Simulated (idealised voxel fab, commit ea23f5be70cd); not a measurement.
process module | voxel transistor to metal
cross-section cut | 145 nm wide | cells 5 nm
A cross-section is a grid of square cells, given in bands from the top down. A band is one or more rows of cells.
Each band's line starts with the height of the band's top and of its bottom, in nm. Then come its materials from left to right, each with its width in nm. One material with "throughout" fills the band from edge to edge. "air" is empty space.
Height 0 is the level under which the wafer as received is all one material. The lowest band goes on downwards, as in "0 down".
A width such as "30 to 40" changes by the same amount from each row of cells to the next, from the band's top row to its bottom row.
"no change" after a step means that no cell of the cross-section changed.
closed voids: empty space of 8 cells or more with no open way to the top, each as width x height at its distance from the left edge, in nm
after a step's settings: what the simulator itself notes on the step
overlay nm, on a step with a mask: how far to the right of its planned place the mask lay; to the left if negative
plan
1 op RECEIVE | material Si
2 op OXIDIZE | depth nm 5
3 op CONFORMAL_DEP | material SiN | thk nm 15
4 op DIRECTIONAL_DEP | material aC | thk nm 10
5 op PATTERN | tone cover | mask id ACTIVE | material resist | width nm 100 | thk nm 30 | overlay nm 0
6 op DIRECTIONAL_ETCH | etch materials aC | depth nm 10
7 op STRIP | etch materials resist
8 op DIRECTIONAL_ETCH | etch materials SiN | depth nm 15
9 op DIRECTIONAL_ETCH | etch materials SiO2 | depth nm 5
10 op DIRECTIONAL_ETCH | etch materials Si | depth nm 25
11 op STRIP | etch materials aC
12 op FILL_DEP | material SiO2 | thk nm 15
13 op CMP | height nm 15
14 op SELECTIVE_ETCH | etch materials SiO2 | depth nm 10
15 op STRIP | etch materials SiN
16 op SELECTIVE_ETCH | etch materials SiO2 | depth nm 5
17 op OXIDIZE | depth nm 5
18 op DIRECTIONAL_DEP | material polySi | thk nm 20
19 op DIRECTIONAL_DEP | material SiCN | thk nm 15
20 op PATTERN | tone cover | mask id GATE | material resist | width nm 20 | thk nm 15 | overlay nm 0
21 op DIRECTIONAL_ETCH | etch materials SiCN | depth nm 25
22 op DIRECTIONAL_ETCH | etch materials polySi | depth nm 30
23 op STRIP | etch materials resist
24 op CONFORMAL_DEP | material SiO2 | thk nm 5
25 op DIRECTIONAL_ETCH | etch materials SiO2 | depth nm 5
26 op CONFORMAL_DEP | material SiN | thk nm 5
27 op DIRECTIONAL_ETCH | etch materials SiN | depth nm 5
28 op DIRECTIONAL_ETCH | etch materials SiO2 | depth nm 5
29 op DIRECTIONAL_ETCH | etch materials Si | depth nm 10
30 op EPI | material nSi | thk nm 10
31 op FILL_DEP | material SiO2 | thk nm 5
32 op CMP | height nm 30
33 op DIRECTIONAL_DEP | material SiO2 | thk nm 10
34 op PATTERN | tone open | mask id CONTACT | material resist | width nm 20 | pitch nm 60 | thk nm 20 | overlay nm 0
35 op DIRECTIONAL_ETCH | etch materials SiO2 | depth nm 50
36 op STRIP | etch materials resist
37 op CONFORMAL_DEP | material TiN | thk nm 5
38 op FILL_DEP | material W | thk nm 10
39 op CMP | height nm 40
40 op CONFORMAL_DEP | material SiCN | thk nm 5
41 op DIRECTIONAL_DEP | material lowk | thk nm 15
42 op PATTERN | tone open | mask id METAL_1 | material resist | width nm 20 | pitch nm 70 | thk nm 15 | overlay nm 0
43 op DIRECTIONAL_ETCH | etch materials lowk | depth nm 15
44 op DIRECTIONAL_ETCH | etch materials SiCN | depth nm 5
45 op STRIP | etch materials resist
46 op CONFORMAL_DEP | material TiN | thk nm 5
47 op FILL_DEP | material Cu | thk nm 10
48 op CMP | height nm 60
49 op CONFORMAL_DEP | material SiCN | thk nm 5
50 op DIRECTIONAL_DEP | material SiO2 | thk nm 35
51 op DIRECTIONAL_DEP | material aC | thk nm 10
52 op PATTERN | tone open | mask id METAL_2_HOLES | material resist | width nm 15 | pitch nm 70 | thk nm 25 | overlay nm 0
53 op DIRECTIONAL_ETCH | etch materials aC | depth nm 10
54 op STRIP | etch materials resist
55 op DIRECTIONAL_ETCH | etch materials SiO2 | depth nm 35
56 op STRIP | etch materials aC
57 op PATTERN | tone open | mask id METAL_2 | material resist | width nm 20 | pitch nm 70 | thk nm 15 | overlay nm 0
58 op DIRECTIONAL_ETCH | etch materials SiO2 | depth nm 20
59 op DIRECTIONAL_ETCH | etch materials SiCN | depth nm 5
60 op STRIP | etch materials resist
61 op CONFORMAL_DEP | material TiN | thk nm 5
62 op FILL_DEP | material Cu | thk nm 10
63 op CMP | height nm 100
64 op CONFORMAL_DEP | material SiN | thk nm 5
varied across the wafers: width nm of step 34. The plan shows the first wafer's value. All wafers start alike
first wafer as received, after step 1
  0 down: Si throughout
  closed voids: none
each wafer at the end: cells of each material gained (+) or lost (-) since it was received, then its closed voids
width nm 20 | +32 Cu | -114 Si | +56 SiCN | +45 SiN | +351 SiO2 | +96 TiN | +28 W | +63 lowk | +36 nSi | +16 polySi | closed voids: none
width nm 25 | +32 Cu | -114 Si | +56 SiCN | +45 SiN | +341 SiO2 | +98 TiN | +36 W | +63 lowk | +36 nSi | +16 polySi | closed voids: none
width nm 30 | +32 Cu | -114 Si | +56 SiCN | +45 SiN | +331 SiO2 | +100 TiN | +44 W | +63 lowk | +36 nSi | +16 polySi | closed voids: none
width nm 35 | +32 Cu | -114 Si | +56 SiCN | +45 SiN | +313 SiO2 | +110 TiN | +52 W | +63 lowk | +36 nSi | +16 polySi | closed voids: none
width nm 40 | +32 Cu | -114 Si | +56 SiCN | +45 SiN | +295 SiO2 | +120 TiN | +60 W | +63 lowk | +36 nSi | +16 polySi | closed voids: none
width nm 45 | +32 Cu | -114 Si | +56 SiCN | +45 SiN | +283 SiO2 | +124 TiN | +68 W | +63 lowk | +36 nSi | +16 polySi | closed voids: none
